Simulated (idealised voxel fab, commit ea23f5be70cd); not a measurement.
Process module in this document: voxel released beams
Shown is cross-section cut, with a width of 230 nm and square cells of size 5 nm.
Cross-section, as written here: a square-cell grid given band by band from the top down, where a band holds one or more rows of cells.
It is stipulated that each band's entry specify, in nanometres, the height of the top of the band and then that of its bottom, followed by the materials of the band in left-to-right sequence, each together with its width in nanometres. A single material marked by the word "everywhere" is understood to fill the band from edge to edge; the word "air" is understood to denote empty space.
Heads up on the height convention: 0 is the point under which the incoming wafer is all one material, and the lowest band has no bottom, it just keeps going down, like "top 0, no bottom".
Graded width ("30..40"): value in top row of band = first number; value in bottom row = second number; row-to-row change constant.
Basically "nothing was modified" means that step didn't change any cell in the cross-section.
"Sealed void listing" lists enclosed empty spaces (at least 8 cells, no open path upward to the top), each as width x height at distance from the left edge, in nm.
If you see something after the settings on a step's line, that's the simulator's own remark about that step.
The line of a step may include "overlay nm". On a step with a mask, this value is how far to the right of its planned place the mask lay. A negative value means the mask lay to the left.

[Listed below are the process steps as planned]
step 1: RECEIVE | material Si
step 2: CONFORMAL_DEP | material Al2O3 | thk nm 10
step 3: DIRECTIONAL_DEP | material SiO2 | thk nm 15
step 4: PATTERN | tone open | mask id ANCHOR | material resist | width nm 35 | thk nm 15 | overlay nm 0
step 5: DIRECTIONAL_ETCH | etch materials SiO2 | depth nm 15
step 6: STRIP | etch materials resist
step 7: CONFORMAL_DEP | material polySi | thk nm 10
step 8: DIRECTIONAL_DEP | material aC | thk nm 10
step 9: PATTERN | tone cover | mask id BEAM | material resist | width nm 95 | thk nm 25 | overlay nm 0
step 10: DIRECTIONAL_ETCH | etch materials aC | depth nm 10
step 11: STRIP | etch materials resist
step 12: DIRECTIONAL_ETCH | etch materials polySi | depth nm 10
step 13: STRIP | etch materials aC
step 14: STRIP | etch materials SiO2

[The cross-section here shows the wafer as received, i.e. in its state after step 1]
    top 0, no bottom | Si everywhere
    Sealed void listing: none

[Cross-section: first of two wafers, module finished, run according to plan]
    top 35, bottom 25 | 65 nm air, then 15 nm polySi, then 15 nm air, then 65 nm polySi, then 70 nm air
    top 25, bottom 20 | 70 nm air, then 10 nm polySi, then 15 nm air, then 10 nm polySi, then 125 nm air
    top 20, bottom 10 | 70 nm air, then 35 nm polySi, then 125 nm air
    top 10, bottom 0 | Al2O3 everywhere
    top 0, no bottom | Si everywhere
    Sealed void listing: none

[Second wafer cross-section at end of module - shared start and plan with the first, one mistake in the run]
    top 35, bottom 25 | 65 nm air, then 20 nm polySi, then 5 nm air, then 70 nm polySi, then 70 nm air
    top 25, bottom 20 | 75 nm air, then 10 nm polySi, then 5 nm air, then 10 nm polySi, then 130 nm air
    top 20, bottom 10 | 75 nm air, then 25 nm polySi, then 130 nm air
    top 10, bottom 0 | Al2O3 everywhere
    top 0, no bottom | Si everywhere
    Sealed void listing: none
Run error: not per plan at step 4, really ran PATTERN | tone open | mask id ANCHOR | material resist | width nm 25 | thk nm 15 | overlay nm 0
Both wafers, final: cells per material equal; arrangement not.
